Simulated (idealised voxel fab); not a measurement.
Process module heading - voxel self aligned vias
FYI the section here is cut, 210 nm wide, cells are 5 nm squares.
In this document a cross-section is written as a grid of square cells. It is given as a series of bands, listed from the top down, and a band is one or more rows of cells. For a band, the entry starts with two heights in nm, that of the top and then that of the bottom, and carries on with the band's materials in order from left to right, each alongside its width in nm; the word "throughout" beside a single material means it fills the band edge to edge, and "air" means empty space. Height datum 0, below which the as-received substrate wafer is one material. Lowest band open at the bottom, running downward: "0 down". Width spec "30 to 40" -> top row of cells at first value, bottom row at second value, equal per-row change in between. "no change", as given for a step, is the statement that not any cell of the cross-section underwent a change during that step. Closed-off voids of 8+ cells (no open route to the top) go in "Trapped voids", written width x height at distance from the left edge, in nm. after a step's settings: what the simulator itself notes on the step. The "overlay nm" setting may appear on a step's line; for a step that uses a mask, it gives how far to the right of its planned position the mask lay, and a negative value indicates the left.
Planned process steps:
1 RECEIVE [material Si]
2 CONFORMAL_DEP [material SiO2] [thk nm 15]
3 CONFORMAL_DEP [material SiCN] [thk nm 5]
4 DIRECTIONAL_DEP [material lowk] [thk nm 25]
5 PATTERN [tone open] [mask id LINES] [material resist] [width nm 25] [pitch nm 50] [thk nm 20] [overlay nm 0]
6 DIRECTIONAL_ETCH [etch materials lowk] [depth nm 25]
7 STRIP [etch materials resist]
8 CONFORMAL_DEP [material TiN] [thk nm 5]
9 FILL_DEP [material Ru] [thk nm 5]
10 CMP [height nm 45]
11 SELECTIVE_ETCH [etch materials W Ru TiN] [depth nm 5]
12 FILL_DEP [material SiN] [thk nm 10]
13 CMP [height nm 45]
14 DIRECTIONAL_DEP [material lowk] [thk nm 15]
15 PATTERN [tone open] [mask id VIAS] [material resist] [width nm 35] [pitch nm 100] [thk nm 20] [overlay nm 0]
16 DIRECTIONAL_ETCH [etch materials lowk] [depth nm 15]
17 DIRECTIONAL_ETCH [etch materials SiN] [depth nm 5]
18 STRIP [etch materials resist]
19 CONFORMAL_DEP [material TiN] [thk nm 5]
20 FILL_DEP [material Ru] [thk nm 5]
21 CMP [height nm 60]
22 CONFORMAL_DEP [material SiN] [thk nm 5]
Cross-sectional view of the wafer in its as-received condition, corresponding to the state after step 1:
0 down | Si throughout
Trapped voids: none
The cross-section shown corresponds to the wafer at the conclusion of the module. The initial structure and the process plan are those presented above; however, one mistake occurred in executing the plan:
65 to 60 | SiN throughout
60 to 50 | 35 lowk | 5 TiN | 25 Ru | 5 TiN | 65 lowk | 5 TiN | 25 Ru | 5 TiN | 40 lowk
50 to 45 | 35 lowk | 35 TiN | 65 lowk | 35 TiN | 40 lowk
45 to 40 | SiCN throughout
40 to 15 | lowk throughout
15 to 0 | SiO2 throughout
0 down | Si throughout
Trapped voids: none
In executing the process, a mistake was made relative to the plan: steps 3 and 4 run out of order (swapped)
